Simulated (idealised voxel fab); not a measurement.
process module | voxel air gaps
cross-section cut | 280 nm wide | cells 5 nm
A cross-section is a grid of square cells, given in bands from the top down. A band is one or more rows of cells.
Each band's line starts with the height of the band's top and of its bottom, in nm. Then come its materials from left to right, each with its width in nm. One material with "throughout" fills the band from edge to edge. "air" is empty space.
Height 0 is the level under which the wafer as received is all one material. The lowest band goes on downwards, as in "0 down".
A width such as "30 to 40" changes by the same amount from each row of cells to the next, from the band's top row to its bottom row.
"no change" after a step means that no cell of the cross-section changed.
closed voids: empty space of 8 cells or more with no open way to the top, each as width x height at its distance from the left edge, in nm
after a step's settings: what the simulator itself notes on the step
overlay nm, on a step with a mask: how far to the right of its planned place the mask lay; to the left if negative
plan
1 op RECEIVE | material Si
2 op CONFORMAL_DEP | material SiO2 | thk nm 10
3 op CONFORMAL_DEP | material SiCN | thk nm 5
4 op DIRECTIONAL_DEP | material lowk | thk nm 30
5 op PATTERN | tone open | mask id LINES | material resist | width nm 20 | pitch nm 45 | thk nm 15 | overlay nm 0
6 op DIRECTIONAL_ETCH | etch materials lowk | depth nm 30
7 op STRIP | etch materials resist
8 op CONFORMAL_DEP | material TiN | thk nm 5
9 op FILL_DEP | material Cu | thk nm 5
10 op CMP | height nm 45
11 op EPI | material Ru | thk nm 10
12 op SELECTIVE_ETCH | etch materials lowk | depth nm 40
13 op CONFORMAL_DEP | material SiCN | thk nm 5
as received, after step 1
  0 down: Si throughout
  closed voids: none
first wafer at the end, as planned
  60 to 55: air 45 | SiCN 185 | air 50
  55 to 45: air 45 | SiCN 5 | Ru 40 | SiCN 5 | Ru 40 | SiCN 5 | Ru 40 | SiCN 5 | Ru 40 | SiCN 5 | air 50
  45 to 40: air 45 | SiCN 15 | TiN 5 | Cu 10 | TiN 5 | SiCN 25 | TiN 5 | Cu 10 | TiN 5 | SiCN 25 | TiN 5 | Cu 10 | TiN 5 | SiCN 25 | TiN 5 | Cu 10 | TiN 5 | SiCN 15 | air 50
  40 to 20: air 55 | SiCN 5 | TiN 5 | Cu 10 | TiN 5 | SiCN 5 | air 15 | SiCN 5 | TiN 5 | Cu 10 | TiN 5 | SiCN 5 | air 15 | SiCN 5 | TiN 5 | Cu 10 | TiN 5 | SiCN 5 | air 15 | SiCN 5 | TiN 5 | Cu 10 | TiN 5 | SiCN 5 | air 60
  20 to 15: SiCN 60 | TiN 20 | SiCN 25 | TiN 20 | SiCN 25 | TiN 20 | SiCN 25 | TiN 20 | SiCN 65
  15 to 10: SiCN throughout
  10 to 0: SiO2 throughout
  0 down: Si throughout
  closed voids: 15 x 20 at 85; 15 x 20 at 130; 15 x 20 at 175
second wafer at the end: like start, like plan, one mistake
  60 to 55: air 50 | SiCN 180 | air 50
  55 to 45: air 50 | SiCN 5 | Ru 35 | SiCN 10 | Ru 35 | SiCN 10 | Ru 35 | SiCN 10 | Ru 35 | SiCN 5 | air 50
  45 to 40: air 50 | SiCN 15 | TiN 5 | Cu 5 | TiN 5 | SiCN 30 | TiN 5 | Cu 5 | TiN 5 | SiCN 30 | TiN 5 | Cu 5 | TiN 5 | SiCN 30 | TiN 5 | Cu 5 | TiN 5 | SiCN 15 | air 50
  40 to 20: air 60 | SiCN 5 | TiN 5 | Cu 5 | TiN 5 | SiCN 5 | air 20 | SiCN 5 | TiN 5 | Cu 5 | TiN 5 | SiCN 5 | air 20 | SiCN 5 | TiN 5 | Cu 5 | TiN 5 | SiCN 5 | air 20 | SiCN 5 | TiN 5 | Cu 5 | TiN 5 | SiCN 5 | air 60
  20 to 15: SiCN 65 | TiN 15 | SiCN 30 | TiN 15 | SiCN 30 | TiN 15 | SiCN 30 | TiN 15 | SiCN 65
  15 to 10: SiCN throughout
  10 to 0: SiO2 throughout
  0 down: Si throughout
  closed voids: 20 x 20 at 85; 20 x 20 at 130; 20 x 20 at 175
what went wrong: step 5 ran as: op PATTERN | tone open | mask id LINES | material resist | width nm 15 | pitch nm 45 | thk nm 15 | overlay nm 0
at the end the second wafer has, in cells: 20 fewer of Cu | 8 fewer of Ru | 12 more of SiCN | 4 fewer of TiN
